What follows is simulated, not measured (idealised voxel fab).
process module | voxel ribs on slabs
cross-section cut | 205 nm wide | cells 5 nm
A cross-section is a grid of square cells, given in bands from the top down. A band is one or more rows of cells.
Each band's line starts with the height of the band's top and of its bottom, in nm. Then come its materials from left to right, each with its width in nm. One material with "throughout" fills the band from edge to edge. "air" is empty space.
Height 0 is the level under which the wafer as received is all one material. The lowest band goes on downwards, as in "0 down".
A width such as "30 to 40" changes by the same amount from each row of cells to the next, from the band's top row to its bottom row.
"no change" after a step means that no cell of the cross-section changed.
closed voids: empty space of 8 cells or more with no open way to the top, each as width x height at its distance from the left edge, in nm
after a step's settings: what the simulator itself notes on the step
overlay nm, on a step with a mask: how far to the right of its planned place the mask lay; to the left if negative
plan
1 op RECEIVE | material Si
2 op DIRECTIONAL_DEP | material SiO2 | thk nm 20
3 op DIRECTIONAL_DEP | material SiN | thk nm 25
4 op DIRECTIONAL_DEP | material aC | thk nm 10
5 op PATTERN | tone cover | mask id RIB | material resist | width nm 20 | thk nm 25 | overlay nm 0
6 op DIRECTIONAL_ETCH | etch materials aC | depth nm 10
7 op STRIP | etch materials resist
8 op DIRECTIONAL_ETCH | etch materials SiN | depth nm 15
9 op STRIP | etch materials aC
10 op MASKED_ETCH | tone cover | mask id SLAB | width nm 70 | etch materials SiN | depth nm 10 | overlay nm 0
11 op FILL_DEP | material SiO2 | thk nm 20
12 op CMP | height nm 55
13 op DIRECTIONAL_DEP | material TiN | thk nm 5
14 op PATTERN | tone cover | mask id HEATER | material resist | width nm 30 | thk nm 15 | overlay nm 0
15 op DIRECTIONAL_ETCH | etch materials TiN | depth nm 5
16 op STRIP | etch materials resist
17 op CONFORMAL_DEP | material SiN | thk nm 10
as received, after step 1
  0 down: Si throughout
  closed voids: none
first wafer at the end, as planned
  70 to 65: air 75 | SiN 50 | air 80
  65 to 60: SiN throughout
  60 to 55: SiN 85 | TiN 30 | SiN 90
  55 to 45: SiO2 throughout
  45 to 30: SiO2 90 | SiN 20 | SiO2 95
  30 to 20: SiO2 65 | SiN 70 | SiO2 70
  20 to 0: SiO2 throughout
  0 down: Si throughout
  closed voids: none
second wafer at the end: like start, like plan, one mistake
  60 to 55: air 75 | SiN 50 | air 80
  55 to 50: SiN throughout
  50 to 45: SiN 85 | TiN 30 | SiN 90
  45 to 30: SiO2 90 | SiN 20 | SiO2 95
  30 to 20: SiO2 65 | SiN 70 | SiO2 70
  20 to 0: SiO2 throughout
  0 down: Si throughout
  closed voids: none
what went wrong: step 12 ran as: op CMP | height nm 45
at the end the second wafer has, in cells: 82 fewer of SiO2
